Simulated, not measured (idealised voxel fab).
Process module under the name voxel ribs on slabs
Cross-section cut: width 155 nm, square cells of 5 nm.
Think of the cross-section as a grid of square cells. We describe it in bands, top to bottom, and each band covers one or more rows of those cells.
Band: top height; bottom height; in nm. Then, left to right: material with width in nm, for each material. "all across": a single material spanning edge to edge. "empty": empty space.
A quick word on heights: they are counted from 0, and under that level the wafer as it came to us is one material throughout. The lowest band is different from the rest in having no bottom; it simply continues downward, written as in "top 0, no bottom".
Width "30..40": first value at the band's top row of cells, second value at its bottom row, equal change from row to row.
"nothing changed" (step): cross-section cells unchanged, all of them.
In the "Enclosed void entries" entry, you get each enclosed empty space of 8 cells or more, one with no open way to the top, written width x height at distance, distance from the left edge, in nm.
If you see something after the settings on a step's line, that's the simulator's own remark about that step.
overlay nm: for a step with a mask, the amount by which the mask lay right of where it was planned; a negative amount means left of it.
LIST OF PLANNED PROCESS STEPS
| 1 | RECEIVE [material Si] |
| 2 | DIRECTIONAL_DEP [material SiO2] [thk nm 30] |
| 3 | DIRECTIONAL_DEP [material SiN] [thk nm 20] |
| 4 | MASKED_ETCH [tone cover] [mask id RIB] [width nm 20] [etch materials SiN] [depth nm 15] [overlay nm 0] |
| 5 | MASKED_ETCH [tone cover] [mask id SLAB] [width nm 50] [etch materials SiN] [depth nm 5] [overlay nm 0] |
| 6 | FILL_DEP [material SiO2] [thk nm 25] |
| 7 | CMP [height nm 65] |
| 8 | DIRECTIONAL_DEP [material TiN] [thk nm 10] |
| 9 | PATTERN [tone cover] [mask id HEATER] [material resist] [width nm 30] [thk nm 20] [overlay nm 0] |
| 10 | DIRECTIONAL_ETCH [etch materials TiN] [depth nm 10] |
| 11 | STRIP [etch materials resist] |
| 12 | CONFORMAL_DEP [material SiO2] [thk nm 10] |
FIRST OF THE TWO WAFERS, RUN PER PLAN
SHOWN IN CROSS-SECTION IS THE WAFER AS RECEIVED, THAT IS, AS IT STANDS AFTER STEP 1
- top 0, no bottom = Si all across
- Enclosed void entries: none
THE WAFER IN CROSS-SECTION ONCE STEP 2 IS COMPLETE
- top 30, bottom 0 = SiO2 all across
- Below 0, no change.
THE WAFER IN CROSS-SECTION ONCE STEP 3 IS COMPLETE
- top 50, bottom 30 = SiN all across
- Below 30, no change.
THE WAFER IN CROSS-SECTION ONCE STEP 4 IS COMPLETE
- top 50, bottom 35 = 65 of empty, 20 of SiN, 70 of empty
- Below 35, no change.
THE WAFER IN CROSS-SECTION ONCE STEP 5 IS COMPLETE
- top 50, bottom 35 = 65 of empty, 20 of SiN, 70 of empty
- top 35, bottom 30 = 50 of empty, 50 of SiN, 55 of empty
- Below 30, no change.
THE WAFER IN CROSS-SECTION ONCE STEP 6 IS COMPLETE
- top 75, bottom 50 = SiO2 all across
- top 50, bottom 35 = 65 of SiO2, 20 of SiN, 70 of SiO2
- top 35, bottom 30 = 50 of SiO2, 50 of SiN, 55 of SiO2
- Below 30, no change.
THE WAFER IN CROSS-SECTION ONCE STEP 7 IS COMPLETE
- top 65, bottom 50 = SiO2 all across
- Below 50, no change.
THE WAFER IN CROSS-SECTION ONCE STEP 8 IS COMPLETE
- top 75, bottom 65 = TiN all across
- Below 65, no change.
THE WAFER IN CROSS-SECTION ONCE STEP 9 IS COMPLETE
- top 95, bottom 75 = 60 of empty, 30 of resist, 65 of empty
- Below 75, no change.
THE WAFER IN CROSS-SECTION ONCE STEP 10 IS COMPLETE
- top 95, bottom 75 = 60 of empty, 30 of resist, 65 of empty
- top 75, bottom 65 = 60 of empty, 30 of TiN, 65 of empty
- Below 65, no change.
THE WAFER IN CROSS-SECTION ONCE STEP 11 IS COMPLETE
- top 75, bottom 65 = 60 of empty, 30 of TiN, 65 of empty
- Below 65, no change.
THE WAFER IN CROSS-SECTION ONCE STEP 12 IS COMPLETE
- top 85, bottom 75 = 50 of empty, 50 of SiO2, 55 of empty
- top 75, bottom 65 = 60 of SiO2, 30 of TiN, 65 of SiO2
- Below 65, no change.
WAFER TWO OF TWO - SAME STARTING POINT, SAME PROCESS PLAN, ONE MISTAKE IN EXECUTION; MATCHES WAFER ONE UP TO AND INCLUDING STEP 3
SECOND WAFER AT THE PLANNED FINISH OF STEP 4, SEEN IN CROSS-SECTION
- top 50, bottom 35 = 55 of empty, 20 of SiN, 80 of empty
- Below 35, no change.
SECOND WAFER AT THE PLANNED FINISH OF STEP 5, SEEN IN CROSS-SECTION
- top 50, bottom 35 = 55 of empty, 20 of SiN, 80 of empty
- top 35, bottom 30 = 50 of empty, 50 of SiN, 55 of empty
- Below 30, no change.
SECOND WAFER AT THE PLANNED FINISH OF STEP 6, SEEN IN CROSS-SECTION
- top 75, bottom 50 = SiO2 all across
- top 50, bottom 35 = 55 of SiO2, 20 of SiN, 80 of SiO2
- top 35, bottom 30 = 50 of SiO2, 50 of SiN, 55 of SiO2
- Below 30, no change.
SECOND WAFER AT THE PLANNED FINISH OF STEP 7, SEEN IN CROSS-SECTION
- top 65, bottom 50 = SiO2 all across
- Below 50, no change.
SECOND WAFER AT THE PLANNED FINISH OF STEP 8, SEEN IN CROSS-SECTION
- top 75, bottom 65 = TiN all across
- Below 65, no change.
SECOND WAFER AT THE PLANNED FINISH OF STEP 9, SEEN IN CROSS-SECTION
- top 95, bottom 75 = 60 of empty, 30 of resist, 65 of empty
- Below 75, no change.
SECOND WAFER AT THE PLANNED FINISH OF STEP 10, SEEN IN CROSS-SECTION
- top 95, bottom 75 = 60 of empty, 30 of resist, 65 of empty
- top 75, bottom 65 = 60 of empty, 30 of TiN, 65 of empty
- Below 65, no change.
SECOND WAFER AT THE PLANNED FINISH OF STEP 11, SEEN IN CROSS-SECTION
- top 75, bottom 65 = 60 of empty, 30 of TiN, 65 of empty
- Below 65, no change.
SECOND WAFER AT THE PLANNED FINISH OF STEP 12, SEEN IN CROSS-SECTION
- top 85, bottom 75 = 50 of empty, 50 of SiO2, 55 of empty
- top 75, bottom 65 = 60 of SiO2, 30 of TiN, 65 of SiO2
- Below 65, no change.
The plan and the run diverged here: step 4: run off-plan, actual operation and settings MASKED_ETCH [tone cover] [mask id RIB] [width nm 20] [etch materials SiN] [depth nm 15] [overlay nm -10]
The concluding comparison shows that, measured in cells, each material is equally abundant on both wafers, albeit at different positions.
